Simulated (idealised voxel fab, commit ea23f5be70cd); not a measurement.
process module | voxel transistor to metal
cross-section cut | 185 nm wide | cells 5 nm
A cross-section is a grid of square cells, given in bands from the top down. A band is one or more rows of cells.
Each band's line starts with the height of the band's top and of its bottom, in nm. Then come its materials from left to right, each with its width in nm. One material with "throughout" fills the band from edge to edge. "air" is empty space.
Height 0 is the level under which the wafer as received is all one material. The lowest band goes on downwards, as in "0 down".
A width such as "30 to 40" changes by the same amount from each row of cells to the next, from the band's top row to its bottom row.
"no change" after a step means that no cell of the cross-section changed.
closed voids: empty space of 8 cells or more with no open way to the top, each as width x height at its distance from the left edge, in nm
after a step's settings: what the simulator itself notes on the step
overlay nm, on a step with a mask: how far to the right of its planned place the mask lay; to the left if negative
plan
1 op RECEIVE | material Si
2 op CONFORMAL_DEP | material SiO2 | thk nm 5
3 op CONFORMAL_DEP | material SiN | thk nm 10
4 op MASKED_ETCH | tone cover | mask id ACTIVE | width nm 110 | etch materials SiN | depth nm 10 | overlay nm 0
5 op MASKED_ETCH | tone cover | mask id ACTIVE | width nm 110 | etch materials SiO2 | depth nm 5 | overlay nm 0
6 op MASKED_ETCH | tone cover | mask id ACTIVE | width nm 110 | etch materials Si | depth nm 35 | overlay nm 0
7 op OXIDIZE | depth nm 5
8 op FILL_DEP | material SiO2 | thk nm 10
9 op CMP | height nm 15
10 op SELECTIVE_ETCH | etch materials SiO2 | depth nm 10
11 op STRIP | etch materials SiN
12 op SELECTIVE_ETCH | etch materials SiO2 | depth nm 5
13 op OXIDIZE | depth nm 5
14 op DIRECTIONAL_DEP | material polySi | thk nm 30
15 op DIRECTIONAL_DEP | material SiCN | thk nm 10
16 op MASKED_ETCH | tone cover | mask id GATE | width nm 30 | etch materials SiCN | depth nm 20 | overlay nm 0
17 op MASKED_ETCH | tone cover | mask id GATE | width nm 30 | etch materials polySi | depth nm 40 | overlay nm 0
18 op CONFORMAL_DEP | material SiN | thk nm 10
19 op DIRECTIONAL_ETCH | etch materials SiN | depth nm 10
20 op DIRECTIONAL_ETCH | etch materials SiO2 | depth nm 5
21 op DIRECTIONAL_ETCH | etch materials Si | depth nm 10
22 op EPI | material pSi | thk nm 10
23 op FILL_DEP | material SiO2 | thk nm 5
24 op CMP | height nm 30
25 op STRIP | etch materials polySi
26 op SELECTIVE_ETCH | etch materials SiO2 | depth nm 5
27 op CONFORMAL_DEP | material HfO2 | thk nm 5
28 op CONFORMAL_DEP | material TiN | thk nm 5
29 op FILL_DEP | material W | thk nm 5
30 op CMP | height nm 25
31 op DIRECTIONAL_DEP | material SiO2 | thk nm 10
32 op MASKED_ETCH | tone open | mask id CONTACT | width nm 20 | pitch nm 80 | etch materials SiO2 | depth nm 40 | overlay nm 0
33 op CONFORMAL_DEP | material TiN | thk nm 5
34 op FILL_DEP | material Ru | thk nm 5
35 op CMP | height nm 35
36 op DIRECTIONAL_DEP | material TiN | thk nm 5
37 op DIRECTIONAL_DEP | material Ru | thk nm 15
38 op PATTERN | tone cover | mask id METAL_1 | material resist | width nm 20 | pitch nm 80 | thk nm 15 | overlay nm 0
39 op DIRECTIONAL_ETCH | etch materials Ru | depth nm 15
40 op DIRECTIONAL_ETCH | etch materials TiN | depth nm 5
41 op STRIP | etch materials resist
42 op CONFORMAL_DEP | material SiCN | thk nm 5
43 op FILL_DEP | material lowk | thk nm 10
44 op CMP | height nm 55
45 op CONFORMAL_DEP | material SiCN | thk nm 5
46 op DIRECTIONAL_DEP | material SiO2 | thk nm 25
47 op DIRECTIONAL_DEP | material aC | thk nm 15
48 op PATTERN | tone open | mask id METAL_2_HOLES | material resist | width nm 15 | pitch nm 80 | thk nm 30 | overlay nm 0
49 op DIRECTIONAL_ETCH | etch materials aC | depth nm 15
50 op STRIP | etch materials resist
51 op DIRECTIONAL_ETCH | etch materials SiO2 | depth nm 25
52 op STRIP | etch materials aC
53 op DIRECTIONAL_DEP | material aC | thk nm 10
54 op PATTERN | tone open | mask id METAL_2 | material resist | width nm 20 | pitch nm 80 | thk nm 30 | overlay nm 0
55 op DIRECTIONAL_ETCH | etch materials aC | depth nm 10
56 op STRIP | etch materials resist
57 op DIRECTIONAL_ETCH | etch materials SiO2 | depth nm 15
58 op DIRECTIONAL_ETCH | etch materials SiCN | depth nm 5
59 op STRIP | etch materials aC
60 op CONFORMAL_DEP | material TiN | thk nm 5
61 op FILL_DEP | material Cu | thk nm 5
62 op CMP | height nm 85
63 op CONFORMAL_DEP | material SiN | thk nm 5
as received, after step 1
  0 down: Si throughout
  closed voids: none
a wafer at the end: this start, this plan, one mistake
  90 to 85: SiN throughout
  85 to 75: SiO2 40 | TiN 5 | Cu 5 | TiN 5 | SiO2 65 | TiN 5 | Cu 5 | TiN 5 | SiO2 50
  75 to 70: SiO2 40 | TiN 15 | SiO2 65 | TiN 15 | SiO2 50
  70 to 60: SiO2 throughout
  60 to 55: SiCN throughout
  55 to 40: lowk 35 | SiCN 5 | Ru 20 | SiCN 5 | lowk 50 | SiCN 5 | Ru 20 | SiCN 5 | lowk 40
  40 to 35: SiCN 40 | TiN 20 | SiCN 60 | TiN 20 | SiCN 45
  35 to 25: SiO2 40 | TiN 5 | Ru 10 | TiN 5 | SiO2 60 | TiN 5 | Ru 10 | TiN 5 | SiO2 45
  25 to 10: SiO2 40 | TiN 5 | Ru 10 | TiN 5 | SiO2 5 | SiN 10 | HfO2 5 | TiN 5 | W 10 | TiN 5 | HfO2 5 | SiN 10 | SiO2 5 | TiN 5 | Ru 10 | TiN 5 | SiO2 45
  10 to 5: SiO2 40 | TiN 5 | Ru 5 | TiN 10 | SiO2 5 | SiN 10 | HfO2 5 | TiN 5 | W 10 | TiN 5 | HfO2 5 | SiN 10 | SiO2 5 | TiN 10 | Ru 5 | TiN 5 | SiO2 45
  5 to 0: SiO2 40 | TiN 5 | Ru 5 | TiN 5 | pSi 10 | SiN 10 | HfO2 5 | TiN 20 | HfO2 5 | SiN 10 | pSi 10 | TiN 5 | Ru 5 | TiN 5 | SiO2 45
  0 to -5: SiO2 40 | TiN 15 | pSi 10 | SiO2 5 | HfO2 40 | SiO2 5 | pSi 10 | TiN 15 | SiO2 45
  -5 to -15: SiO2 40 | pSi 25 | Si 50 | pSi 25 | SiO2 45
  -15 to -40: SiO2 40 | Si 100 | SiO2 45
  -40 down: Si throughout
  closed voids: none
what went wrong: step 46 was run twice
